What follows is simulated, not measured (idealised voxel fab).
process module | voxel self aligned vias
cross-section cut | 230 nm wide | cells 5 nm
A cross-section is a grid of square cells, given in bands from the top down. A band is one or more rows of cells.
Each band's line starts with the height of the band's top and of its bottom, in nm. Then come its materials from left to right, each with its width in nm. One material with "throughout" fills the band from edge to edge. "air" is empty space.
Height 0 is the level under which the wafer as received is all one material. The lowest band goes on downwards, as in "0 down".
A width such as "30 to 40" changes by the same amount from each row of cells to the next, from the band's top row to its bottom row.
"no change" after a step means that no cell of the cross-section changed.
closed voids: empty space of 8 cells or more with no open way to the top, each as width x height at its distance from the left edge, in nm
after a step's settings: what the simulator itself notes on the step
overlay nm, on a step with a mask: how far to the right of its planned place the mask lay; to the left if negative
plan
1 op RECEIVE | material Si
2 op CONFORMAL_DEP | material SiO2 | thk nm 10
3 op CONFORMAL_DEP | material SiCN | thk nm 5
4 op DIRECTIONAL_DEP | material SiO2 | thk nm 30
5 op DIRECTIONAL_DEP | material aC | thk nm 10
6 op PATTERN | tone open | mask id LINES | material resist | width nm 20 | pitch nm 55 | thk nm 30 | overlay nm 0
7 op DIRECTIONAL_ETCH | etch materials aC | depth nm 10
8 op STRIP | etch materials resist
9 op DIRECTIONAL_ETCH | etch materials SiO2 | depth nm 30
10 op STRIP | etch materials aC
11 op CONFORMAL_DEP | material TiN | thk nm 5
12 op FILL_DEP | material Ru | thk nm 5
13 op CMP | height nm 45
14 op SELECTIVE_ETCH | etch materials W Ru TiN | depth nm 10
15 op FILL_DEP | material SiN | thk nm 10
16 op CMP | height nm 45
17 op DIRECTIONAL_DEP | material SiO2 | thk nm 20
18 op PATTERN | tone open | mask id VIAS | material resist | width nm 40 | pitch nm 110 | thk nm 20 | overlay nm 0
19 op DIRECTIONAL_ETCH | etch materials SiO2 | depth nm 20
20 op DIRECTIONAL_ETCH | etch materials SiN | depth nm 10
21 op STRIP | etch materials resist
22 op CONFORMAL_DEP | material TiN | thk nm 5
23 op FILL_DEP | material Cu | thk nm 10
24 op CMP | height nm 65
25 op CONFORMAL_DEP | material SiN | thk nm 5
first wafer, as planned
as received, after step 1
  0 down: Si throughout
  closed voids: none
after step 2
  10 to 0: SiO2 throughout
  below 0: unchanged
after step 3
  15 to 10: SiCN throughout
  below 10: unchanged
after step 4
  45 to 15: SiO2 throughout
  below 15: unchanged
after step 5
  55 to 45: aC throughout
  below 45: unchanged
after step 6
  85 to 55: resist 50 | air 20 | resist 35 | air 20 | resist 35 | air 20 | resist 50
  below 55: unchanged
after step 7
  75 to 55: resist 50 | air 20 | resist 35 | air 20 | resist 35 | air 20 | resist 50
  55 to 45: aC 50 | air 20 | aC 35 | air 20 | aC 35 | air 20 | aC 50
  below 45: unchanged
after step 8
  55 to 45: aC 50 | air 20 | aC 35 | air 20 | aC 35 | air 20 | aC 50
  below 45: unchanged
after step 9
  55 to 45: aC 50 | air 20 | aC 35 | air 20 | aC 35 | air 20 | aC 50
  45 to 15: SiO2 50 | air 20 | SiO2 35 | air 20 | SiO2 35 | air 20 | SiO2 50
  below 15: unchanged
after step 10
  45 to 15: SiO2 50 | air 20 | SiO2 35 | air 20 | SiO2 35 | air 20 | SiO2 50
  below 15: unchanged
after step 11
  50 to 45: TiN 55 | air 10 | TiN 45 | air 10 | TiN 45 | air 10 | TiN 55
  45 to 20: SiO2 50 | TiN 5 | air 10 | TiN 5 | SiO2 35 | TiN 5 | air 10 | TiN 5 | SiO2 35 | TiN 5 | air 10 | TiN 5 | SiO2 50
  20 to 15: SiO2 50 | TiN 20 | SiO2 35 | TiN 20 | SiO2 35 | TiN 20 | SiO2 50
  below 15: unchanged
after step 12
  55 to 50: Ru throughout
  50 to 45: TiN 55 | Ru 10 | TiN 45 | Ru 10 | TiN 45 | Ru 10 | TiN 55
  45 to 20: SiO2 50 | TiN 5 | Ru 10 | TiN 5 | SiO2 35 | TiN 5 | Ru 10 | TiN 5 | SiO2 35 | TiN 5 | Ru 10 | TiN 5 | SiO2 50
  below 20: unchanged
after step 13
  45 to 20: SiO2 50 | TiN 5 | Ru 10 | TiN 5 | SiO2 35 | TiN 5 | Ru 10 | TiN 5 | SiO2 35 | TiN 5 | Ru 10 | TiN 5 | SiO2 50
  below 20: unchanged
after step 14
  45 to 35: SiO2 50 | air 20 | SiO2 35 | air 20 | SiO2 35 | air 20 | SiO2 50
  below 35: unchanged
after step 15
  55 to 45: SiN throughout
  45 to 35: SiO2 50 | SiN 20 | SiO2 35 | SiN 20 | SiO2 35 | SiN 20 | SiO2 50
  below 35: unchanged
after step 16
  45 to 35: SiO2 50 | SiN 20 | SiO2 35 | SiN 20 | SiO2 35 | SiN 20 | SiO2 50
  below 35: unchanged
after step 17
  65 to 45: SiO2 throughout
  below 45: unchanged
after step 18
  85 to 65: resist 40 | air 40 | resist 70 | air 40 | resist 40
  below 65: unchanged
after step 19
  85 to 65: resist 40 | air 40 | resist 70 | air 40 | resist 40
  65 to 45: SiO2 40 | air 40 | SiO2 70 | air 40 | SiO2 40
  below 45: unchanged
after step 20
  85 to 65: resist 40 | air 40 | resist 70 | air 40 | resist 40
  65 to 45: SiO2 40 | air 40 | SiO2 70 | air 40 | SiO2 40
  45 to 35: SiO2 50 | air 20 | SiO2 35 | SiN 20 | SiO2 35 | air 20 | SiO2 50
  below 35: unchanged
after step 21
  65 to 45: SiO2 40 | air 40 | SiO2 70 | air 40 | SiO2 40
  below 45: unchanged
after step 22
  70 to 65: TiN 45 | air 30 | TiN 80 | air 30 | TiN 45
  65 to 50: SiO2 40 | TiN 5 | air 30 | TiN 5 | SiO2 70 | TiN 5 | air 30 | TiN 5 | SiO2 40
  50 to 45: SiO2 40 | TiN 15 | air 10 | TiN 15 | SiO2 70 | TiN 15 | air 10 | TiN 15 | SiO2 40
  45 to 40: SiO2 50 | TiN 5 | air 10 | TiN 5 | SiO2 35 | SiN 20 | SiO2 35 | TiN 5 | air 10 | TiN 5 | SiO2 50
  40 to 35: SiO2 50 | TiN 20 | SiO2 35 | SiN 20 | SiO2 35 | TiN 20 | SiO2 50
  below 35: unchanged
after step 23
  80 to 70: Cu throughout
  70 to 65: TiN 45 | Cu 30 | TiN 80 | Cu 30 | TiN 45
  65 to 50: SiO2 40 | TiN 5 | Cu 30 | TiN 5 | SiO2 70 | TiN 5 | Cu 30 | TiN 5 | SiO2 40
  50 to 45: SiO2 40 | TiN 15 | Cu 10 | TiN 15 | SiO2 70 | TiN 15 | Cu 10 | TiN 15 | SiO2 40
  45 to 40: SiO2 50 | TiN 5 | Cu 10 | TiN 5 | SiO2 35 | SiN 20 | SiO2 35 | TiN 5 | Cu 10 | TiN 5 | SiO2 50
  below 40: unchanged
after step 24
  65 to 50: SiO2 40 | TiN 5 | Cu 30 | TiN 5 | SiO2 70 | TiN 5 | Cu 30 | TiN 5 | SiO2 40
  below 50: unchanged
after step 25
  70 to 65: SiN throughout
  below 65: unchanged
second wafer: like start, like plan, one mistake. Through step 17 it matches the first wafer
when step 18 should have ended
  85 to 65: resist 45 | air 35 | resist 75 | air 35 | resist 40
  below 65: unchanged
when step 19 should have ended
  85 to 65: resist 45 | air 35 | resist 75 | air 35 | resist 40
  65 to 45: SiO2 45 | air 35 | SiO2 75 | air 35 | SiO2 40
  below 45: unchanged
when step 20 should have ended
  85 to 65: resist 45 | air 35 | resist 75 | air 35 | resist 40
  65 to 45: SiO2 45 | air 35 | SiO2 75 | air 35 | SiO2 40
  45 to 35: SiO2 50 | air 20 | SiO2 35 | SiN 20 | SiO2 35 | air 20 | SiO2 50
  below 35: unchanged
when step 21 should have ended
  65 to 45: SiO2 45 | air 35 | SiO2 75 | air 35 | SiO2 40
  below 45: unchanged
when step 22 should have ended
  70 to 65: TiN 50 | air 25 | TiN 85 | air 25 | TiN 45
  65 to 50: SiO2 45 | TiN 5 | air 25 | TiN 5 | SiO2 75 | TiN 5 | air 25 | TiN 5 | SiO2 40
  50 to 45: SiO2 45 | TiN 10 | air 10 | TiN 15 | SiO2 75 | TiN 10 | air 10 | TiN 15 | SiO2 40
  45 to 40: SiO2 50 | TiN 5 | air 10 | TiN 5 | SiO2 35 | SiN 20 | SiO2 35 | TiN 5 | air 10 | TiN 5 | SiO2 50
  40 to 35: SiO2 50 | TiN 20 | SiO2 35 | SiN 20 | SiO2 35 | TiN 20 | SiO2 50
  below 35: unchanged
when step 23 should have ended
  80 to 70: Cu throughout
  70 to 65: TiN 50 | Cu 25 | TiN 85 | Cu 25 | TiN 45
  65 to 50: SiO2 45 | TiN 5 | Cu 25 | TiN 5 | SiO2 75 | TiN 5 | Cu 25 | TiN 5 | SiO2 40
  50 to 45: SiO2 45 | TiN 10 | Cu 10 | TiN 15 | SiO2 75 | TiN 10 | Cu 10 | TiN 15 | SiO2 40
  45 to 40: SiO2 50 | TiN 5 | Cu 10 | TiN 5 | SiO2 35 | SiN 20 | SiO2 35 | TiN 5 | Cu 10 | TiN 5 | SiO2 50
  below 40: unchanged
when step 24 should have ended
  65 to 50: SiO2 45 | TiN 5 | Cu 25 | TiN 5 | SiO2 75 | TiN 5 | Cu 25 | TiN 5 | SiO2 40
  below 50: unchanged
when step 25 should have ended
  70 to 65: SiN throughout
  below 65: unchanged
what went wrong: step 18 ran as: op PATTERN | tone open | mask id VIAS | material resist | width nm 35 | pitch nm 110 | thk nm 20 | overlay nm 0
at the end the second wafer has, in cells: 6 fewer of Cu | 8 more of SiO2 | 2 fewer of TiN
